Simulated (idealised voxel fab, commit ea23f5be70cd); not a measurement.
A process module follows: voxel tone inversion.
Xsec cut, 165 nm wide, square cell size 5 nm.
The cross-sections in this document take the form of a grid made of square cells. They are written out as bands, in order from top to bottom. Each band consists of one or more rows of cells.
What a band's entry tells you: where the top is and where the bottom is, as heights in nm, and after that what lies inside, material by material from left to right, each with its width in nm. Empty space is written as the word "empty", and a single material marked with the word "all across" occupies the band from edge to edge.
Height 0 is the level under which the wafer as received is all one material. The lowest band goes on downwards, as in "0 nm and below".
Quick explanation for "30..40": the width changes in equal steps down the rows of cells, from the first number in the band's top row to the second number in its bottom row.
"no change" after a step means that no cell of the cross-section changed.
"Internal closed voids": sealed empty spaces, 8 cells or more, no open way to top, listed width x height at distance, with distance from the left edge and width, height and distance in nm.
Step line, after settings: the simulator's comment on this step.
"overlay nm", when on a step's line for a step with a mask, measures how far to the right of its planned place the mask lay; a negative measure means to the left.

BELOW IS THE LIST OF PLANNED PROCESS STEPS
1) RECEIVE, material Si
2) CONFORMAL_DEP, material SiCN, thk nm 10
3) DIRECTIONAL_DEP, material aC, thk nm 15
4) PATTERN, tone cover, mask id POSTS, material resist, width nm 15, pitch nm 40, thk nm 25, overlay nm 0
5) DIRECTIONAL_ETCH, etch materials aC, depth nm 15
6) STRIP, etch materials resist
7) FILL_DEP, material lowk, thk nm 10
8) CMP, height nm 25
9) STRIP, etch materials aC
Heads up: all these wafers start the same, and what changes between them is the depth nm in step 5. The value you see in the plan is just what the first wafer got.

CROSS-SECTION OF THE FIRST INCOMING WAFER OF SEVERAL, STATE AFTER STEP 1
* 0 nm and below | Si all across
* Internal closed voids: none

END OF MODULE, BY WAFER: MATERIAL-BY-MATERIAL CELL GAIN (+) OR LOSS (-) SINCE RECEIPT, THEN CLOSED VOIDS
depth nm 15; +66 SiCN; +81 lowk; Internal closed voids: none
depth nm 20; +66 SiCN; +81 lowk; Internal closed voids: none
depth nm 25; +66 SiCN; +81 lowk; Internal closed voids: none
depth nm 30; +66 SiCN; +12 aC; +87 lowk; Internal closed voids: none
